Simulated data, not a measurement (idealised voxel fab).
The following process module bears the name voxel capacitor over wiring.
In the cross-section labelled cut, the width is 155 nm and each square cell is 5 nm.
We lay out every cross-section as a grid of square cells and spell it out in bands from the top down, where one band means one or more rows of cells.
Look at the band entry: it leads with the top's height and the bottom's height in nm. Then it lists the materials left to right, with a width in nm for each. The word "full width" on a single material says that material fills the band edge to edge. The word "air" is empty space.
Ref level 0: as-received wafer is one material below here. Bottom band extends down with no lower bound ("0 -> down").
Width "30..40": first value at the band's top row of cells, second value at its bottom row, equal change from row to row.
Where the words "no alterations made" appear for a step, the cross-section shows no cell changed by that step; every cell remained as before.
If an empty space has no open way to the top and is at least 8 cells in size, "Enclosed cavities" lists it, written width x height at distance, where distance is measured from the left edge and every value is in nm.
Anything after a step's settings on that line? It's the simulator's own note about the step.
overlay nm: on a step with a mask, how far right of its planned place the mask lay; negative means left.
Steps in the process plan
1: RECEIVE [material Si]
2: CONFORMAL_DEP [material SiO2] [thk nm 15]
3: DIRECTIONAL_DEP [material TiN] [thk nm 5]
4: DIRECTIONAL_DEP [material Ru] [thk nm 15]
5: DIRECTIONAL_DEP [material aC] [thk nm 15]
6: PATTERN [tone cover] [mask id METAL_1] [material resist] [width nm 25] [pitch nm 95] [thk nm 35] [overlay nm 0]
7: DIRECTIONAL_ETCH [etch materials aC] [depth nm 15]
8: STRIP [etch materials resist]
9: DIRECTIONAL_ETCH [etch materials Ru] [depth nm 15]
10: DIRECTIONAL_ETCH [etch materials TiN] [depth nm 5]
11: STRIP [etch materials aC]
12: CONFORMAL_DEP [material SiCN] [thk nm 5]
13: FILL_DEP [material lowk] [thk nm 10]
14: CMP [height nm 35]
15: CONFORMAL_DEP [material SiCN] [thk nm 5]
16: DIRECTIONAL_DEP [material SiO2] [thk nm 20]
17: DIRECTIONAL_DEP [material aC] [thk nm 10]
18: PATTERN [tone open] [mask id PLUG_1] [material resist] [width nm 15] [thk nm 25] [overlay nm 0]
19: DIRECTIONAL_ETCH [etch materials aC] [depth nm 10]
20: STRIP [etch materials resist]
21: DIRECTIONAL_ETCH [etch materials SiO2] [depth nm 20]
22: DIRECTIONAL_ETCH [etch materials SiCN] [depth nm 5]
23: STRIP [etch materials aC]
24: EPI [material Ru] [thk nm 10]
25: EPI [material Ru] [thk nm 10]
26: EPI [material Ru] [thk nm 5]
27: DIRECTIONAL_DEP [material TiN] [thk nm 10]
28: DIRECTIONAL_DEP [material Al2O3] [thk nm 5]
29: DIRECTIONAL_DEP [material TiN] [thk nm 10]
30: PATTERN [tone cover] [mask id UPPER_PLATE] [material resist] [width nm 75] [thk nm 15] [overlay nm 0]
31: DIRECTIONAL_ETCH [etch materials TiN] [depth nm 10]
32: DIRECTIONAL_ETCH [etch materials Al2O3] [depth nm 5]
33: STRIP [etch materials resist]
34: DIRECTIONAL_DEP [material aC] [thk nm 10]
35: PATTERN [tone cover] [mask id LOWER_PLATE] [material resist] [width nm 85] [thk nm 30] [overlay nm 0]
36: DIRECTIONAL_ETCH [etch materials aC] [depth nm 10]
37: STRIP [etch materials resist]
38: DIRECTIONAL_ETCH [etch materials TiN] [depth nm 10]
39: STRIP [etch materials aC]
40: FILL_DEP [material SiO2] [thk nm 15]
41: CMP [height nm 95]
42: MASKED_ETCH [tone open] [mask id PLUG_2] [width nm 15] [etch materials SiO2] [depth nm 10] [overlay nm 0]
43: CONFORMAL_DEP [material TiN] [thk nm 5]
44: FILL_DEP [material W] [thk nm 5]
45: CMP [height nm 95]
46: CONFORMAL_DEP [material SiCN] [thk nm 5]
Cross-section: wafer on arrival = after step 1
> 0 -> down: Si full width
> Enclosed cavities: none
The module was run from the start shown above using the plan shown above, but one mistake was made doing it; the resulting wafer cross-section is below
> 100 -> 95: SiCN full width
> 95 -> 90: SiO2 (35); TiN (5); W (5); TiN (5); SiO2 (105)
> 90 -> 85: SiO2 (35); TiN (15); SiO2 (105)
> 85 -> 75: SiO2 (40); TiN (60); SiO2 (55)
> 75 -> 70: SiO2 (40); Al2O3 (60); SiO2 (55)
> 70 -> 60: SiO2 (20); TiN (5); SiO2 (15); TiN (65); SiO2 (50)
> 60 -> 50: SiO2 (25); TiN (15); SiO2 (115)
> 50 -> 45: SiO2 (25); Al2O3 (15); SiO2 (115)
> 45 -> 40: SiO2 (25); TiN (15); SiO2 (115)
> 40 -> 35: SiCN (25); TiN (15); SiCN (115)
> 35 -> 20: Ru (15); SiCN (5); lowk (15); SiCN (5); Ru (70); SiCN (5); lowk (15); SiCN (5); Ru (20)
> 20 -> 15: TiN (15); SiCN (25); TiN (70); SiCN (25); TiN (20)
> 15 -> 0: SiO2 full width
> 0 -> down: Si full width
> Enclosed cavities: none
Finding, execution versus plan: step 6 was run on a setting that differed from the plan, and what really ran there is PATTERN [tone open] [mask id METAL_1] [material resist] [width nm 25] [pitch nm 95] [thk nm 35] [overlay nm 0]
